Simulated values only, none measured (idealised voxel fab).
Presented below is a process module, voxel ribs on slabs.
The cross-section shown here is cut; it is 240 nm wide and divided into square cells measuring 5 nm on a side.
In what follows, cross-sections appear as grids of square cells, described through bands that run from the top down, where every band is one or more rows of cells.
Per band: top height and bottom height in nm, followed by the left-to-right materials and their widths in nm; "edge to edge" marks a single material spanning edge to edge, "empty" marks empty space.
For the purposes of this specification, 0 denotes the height below which the wafer in its as-received condition is composed wholly of one material, and the lowermost band, lacking a lower limit, extends downward without end, as expressed in "from 0 down".
The notation "30->40" denotes a width that varies across the rows of cells in the band, beginning at the first number in the top row, finishing at the second number in the bottom row, and changing by an identical amount from each row to the next.
"nothing changed" after a step means that no cell of the cross-section changed.
This entry, "Enclosed internal voids", enumerates those empty regions of no fewer than 8 cells that possess no open connection to the top. Each region is reported in the form width x height at distance, the distance being taken from the left edge, with all three quantities expressed in nm.
Where a step's line continues beyond its settings, the continuation is a remark by the simulator itself on that step.
A step's line can hold "overlay nm"; with a mask on that step, the setting says how far right of the planned place the mask lay, while a negative setting says it lay to the left.

Set out below are the planned steps of the process
1,RECEIVE,material Si
2,DIRECTIONAL_DEP,material SiO2,thk nm 30
3,DIRECTIONAL_DEP,material SiN,thk nm 25
4,DIRECTIONAL_DEP,material aC,thk nm 10
5,PATTERN,tone cover,mask id RIB,material resist,width nm 15,thk nm 25,overlay nm 0
6,DIRECTIONAL_ETCH,etch materials aC,depth nm 10
7,STRIP,etch materials resist
8,DIRECTIONAL_ETCH,etch materials SiN,depth nm 15
9,STRIP,etch materials aC
10,DIRECTIONAL_DEP,material aC,thk nm 15
11,PATTERN,tone cover,mask id SLAB,material resist,width nm 45,thk nm 35,overlay nm 0
12,DIRECTIONAL_ETCH,etch materials aC,depth nm 15
13,STRIP,etch materials resist
14,DIRECTIONAL_ETCH,etch materials SiN,depth nm 10
15,STRIP,etch materials aC
16,FILL_DEP,material SiO2,thk nm 20
17,CMP,height nm 65
18,DIRECTIONAL_DEP,material W,thk nm 10
19,DIRECTIONAL_DEP,material aC,thk nm 15
20,PATTERN,tone cover,mask id HEATER,material resist,width nm 25,thk nm 30,overlay nm 0
21,DIRECTIONAL_ETCH,etch materials aC,depth nm 15
22,STRIP,etch materials resist
23,DIRECTIONAL_ETCH,etch materials W,depth nm 10
24,STRIP,etch materials aC
25,CONFORMAL_DEP,material SiN,thk nm 5

As received (post step 1): cross-section
  from 0 down  Si edge to edge
  Enclosed internal voids: none

Cross-section at module end, one run error; start and plan unchanged from above
  from 80 to 75  empty 100 nm; SiN 35 nm; empty 105 nm
  from 75 to 70  empty 100 nm; SiN 5 nm; W 25 nm; SiN 5 nm; empty 105 nm
  from 70 to 65  SiN 105 nm; W 25 nm; SiN 110 nm
  from 65 to 55  SiO2 edge to edge
  from 55 to 45  SiO2 95 nm; SiN 15 nm; SiO2 15 nm; SiN 15 nm; SiO2 100 nm
  from 45 to 40  SiN 110 nm; SiO2 15 nm; SiN 115 nm
  from 40 to 30  SiN edge to edge
  from 30 to 0  SiO2 edge to edge
  from 0 down  Si edge to edge
  Enclosed internal voids: none
The plan and the run diverged here: contrary to plan, step 5 was performed as PATTERN,tone open,mask id RIB,material resist,width nm 15,thk nm 25,overlay nm 0
